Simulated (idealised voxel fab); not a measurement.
Module name: voxel transistor to metal (process module)
The figure presents cross-section cut, which has a width of 180 nm and is divided into square cells with an edge length of 5 nm.
How to read a cross-section here: the picture is a grid of square cells, written as bands going from the top down, and any band can span one or more rows of cells.
Band entry format. Leading values: height of top, height of bottom, nm. Remainder: materials in left-to-right order, each with its width in nm. Special words: "all across" on a single material, which then fills the band edge to edge; "empty", empty space.
Counting heights begins at 0, where everything beneath is, in the wafer as received, one material. The lowest band has no bottom; it goes on downwards, as "0 down" shows.
Note: "30 to 40" means the width goes from the first number (top row of the band) to the second number (bottom row) in equal steps per row of cells.
You'll sometimes find "nothing different" written for a step, and that's the way of saying that nowhere in the cross-section did a cell change during that step.
Heads up: "Enclosed internal voids" only lists the empty pockets with no open path to the top that are 8 cells or more, and it writes them as width x height at distance, distance from the left edge, in nm.
On a step's line, text after the settings is the simulator commenting on that step.
"overlay nm", when on a step's line for a step with a mask, measures how far to the right of its planned place the mask lay; a negative measure means to the left.
PLAN
1 RECEIVE (material Si)
2 CONFORMAL_DEP (material SiO2; thk nm 5)
3 CONFORMAL_DEP (material SiN; thk nm 10)
4 MASKED_ETCH (tone cover; mask id ACTIVE; width nm 110; etch materials SiN; depth nm 10; overlay nm 0)
5 MASKED_ETCH (tone cover; mask id ACTIVE; width nm 110; etch materials SiO2; depth nm 5; overlay nm 0)
6 MASKED_ETCH (tone cover; mask id ACTIVE; width nm 110; etch materials Si; depth nm 20; overlay nm 0)
7 OXIDIZE (depth nm 5)
8 FILL_DEP (material SiO2; thk nm 10)
9 CMP (height nm 15)
10 SELECTIVE_ETCH (etch materials SiO2; depth nm 10)
11 STRIP (etch materials SiN)
12 SELECTIVE_ETCH (etch materials SiO2; depth nm 5)
13 OXIDIZE (depth nm 5)
14 DIRECTIONAL_DEP (material polySi; thk nm 30)
15 DIRECTIONAL_DEP (material SiCN; thk nm 10)
16 MASKED_ETCH (tone cover; mask id GATE; width nm 20; etch materials SiCN; depth nm 20; overlay nm 0)
17 MASKED_ETCH (tone cover; mask id GATE; width nm 20; etch materials polySi; depth nm 40; overlay nm 0)
18 CONFORMAL_DEP (material SiN; thk nm 5)
19 DIRECTIONAL_ETCH (etch materials SiN; depth nm 5)
20 DIRECTIONAL_ETCH (etch materials SiO2; depth nm 5)
21 DIRECTIONAL_ETCH (etch materials Si; depth nm 5)
22 EPI (material pSi; thk nm 5)
23 FILL_DEP (material SiO2; thk nm 10)
24 CMP (height nm 40)
25 DIRECTIONAL_DEP (material SiO2; thk nm 10)
26 MASKED_ETCH (tone open; mask id CONTACT; width nm 30; pitch nm 60; etch materials SiO2; depth nm 55; overlay nm 0)
27 CONFORMAL_DEP (material TiN; thk nm 5)
28 FILL_DEP (material Ru; thk nm 5)
29 CMP (height nm 50)
30 CONFORMAL_DEP (material SiCN; thk nm 5)
31 DIRECTIONAL_DEP (material SiO2; thk nm 20)
32 PATTERN (tone open; mask id METAL_1; material resist; width nm 15; pitch nm 75; thk nm 15; overlay nm 0)
33 DIRECTIONAL_ETCH (etch materials SiO2; depth nm 20)
34 DIRECTIONAL_ETCH (etch materials SiCN; depth nm 5)
35 STRIP (etch materials resist)
36 CONFORMAL_DEP (material TiN; thk nm 5)
37 FILL_DEP (material Cu; thk nm 5)
38 CMP (height nm 75)
39 CONFORMAL_DEP (material SiCN; thk nm 5)
40 DIRECTIONAL_DEP (material SiO2; thk nm 35)
41 PATTERN (tone open; mask id METAL_2; material resist; width nm 15; pitch nm 75; thk nm 15; overlay nm 0)
42 DIRECTIONAL_ETCH (etch materials SiO2; depth nm 20)
43 STRIP (etch materials resist)
44 DIRECTIONAL_DEP (material aC; thk nm 15)
45 PATTERN (tone open; mask id METAL_2_HOLES; material resist; width nm 15; pitch nm 75; thk nm 30; overlay nm 0)
46 DIRECTIONAL_ETCH (etch materials aC; depth nm 15)
47 STRIP (etch materials resist)
48 DIRECTIONAL_ETCH (etch materials SiO2; depth nm 15)
49 DIRECTIONAL_ETCH (etch materials SiCN; depth nm 5)
50 STRIP (etch materials aC)
51 CONFORMAL_DEP (material TiN; thk nm 5)
52 FILL_DEP (material Ru; thk nm 5)
53 CMP (height nm 115)
54 CONFORMAL_DEP (material SiN; thk nm 5)
CROSS-SECTION OF THE WAFER UPON ARRIVAL, REPRESENTING THE STATE REACHED AFTER STEP 1
* 0 down  Si all across
* Enclosed internal voids: none
THE CROSS-SECTION SHOWN CORRESPONDS TO THE WAFER AT THE CONCLUSION OF THE MODULE. THE INITIAL STRUCTURE AND THE PROCESS PLAN ARE THOSE PRESENTED ABOVE; HOWEVER, ONE MISTAKE OCCURRED IN EXECUTING THE PLAN
* 120 to 115  SiN all across
* 115 to 80  SiO2 45 nm / TiN 5 nm / Ru 5 nm / TiN 5 nm / SiO2 60 nm / TiN 5 nm / Ru 5 nm / TiN 5 nm / SiO2 45 nm
* 80 to 75  SiCN 45 nm / TiN 15 nm / SiCN 60 nm / TiN 15 nm / SiCN 45 nm
* 75 to 65  SiO2 45 nm / TiN 5 nm / Cu 5 nm / TiN 5 nm / SiO2 60 nm / TiN 5 nm / Cu 5 nm / TiN 5 nm / SiO2 45 nm
* 65 to 60  SiCN 45 nm / TiN 15 nm / SiCN 60 nm / TiN 15 nm / SiCN 45 nm
* 60 to 50  SiCN all across
* 50 to 40  SiO2 45 nm / TiN 5 nm / Ru 20 nm / TiN 5 nm / SiO2 30 nm / TiN 5 nm / Ru 20 nm / TiN 5 nm / SiO2 45 nm
* 40 to 30  SiO2 45 nm / TiN 5 nm / Ru 20 nm / TiN 5 nm / SiN 5 nm / SiCN 20 nm / SiN 5 nm / TiN 5 nm / Ru 20 nm / TiN 5 nm / SiO2 45 nm
* 30 to 5  SiO2 45 nm / TiN 5 nm / Ru 20 nm / TiN 5 nm / SiN 5 nm / polySi 20 nm / SiN 5 nm / TiN 5 nm / Ru 20 nm / TiN 5 nm / SiO2 45 nm
* 5 to 0  SiO2 45 nm / TiN 5 nm / Ru 15 nm / TiN 10 nm / SiN 5 nm / polySi 20 nm / SiN 5 nm / TiN 10 nm / Ru 15 nm / TiN 5 nm / SiO2 45 nm
* 0 to -5  SiO2 45 nm / TiN 25 nm / pSi 5 nm / SiO2 30 nm / pSi 5 nm / TiN 25 nm / SiO2 45 nm
* -5 to -10  SiO2 40 nm / pSi 35 nm / Si 30 nm / pSi 35 nm / SiO2 40 nm
* -10 to -25  SiO2 40 nm / Si 100 nm / SiO2 40 nm
* -25 down  Si all across
* Enclosed internal voids: none
Nonconformance to the process plan: not per plan at step 30, really ran CONFORMAL_DEP (material SiCN; thk nm 15)
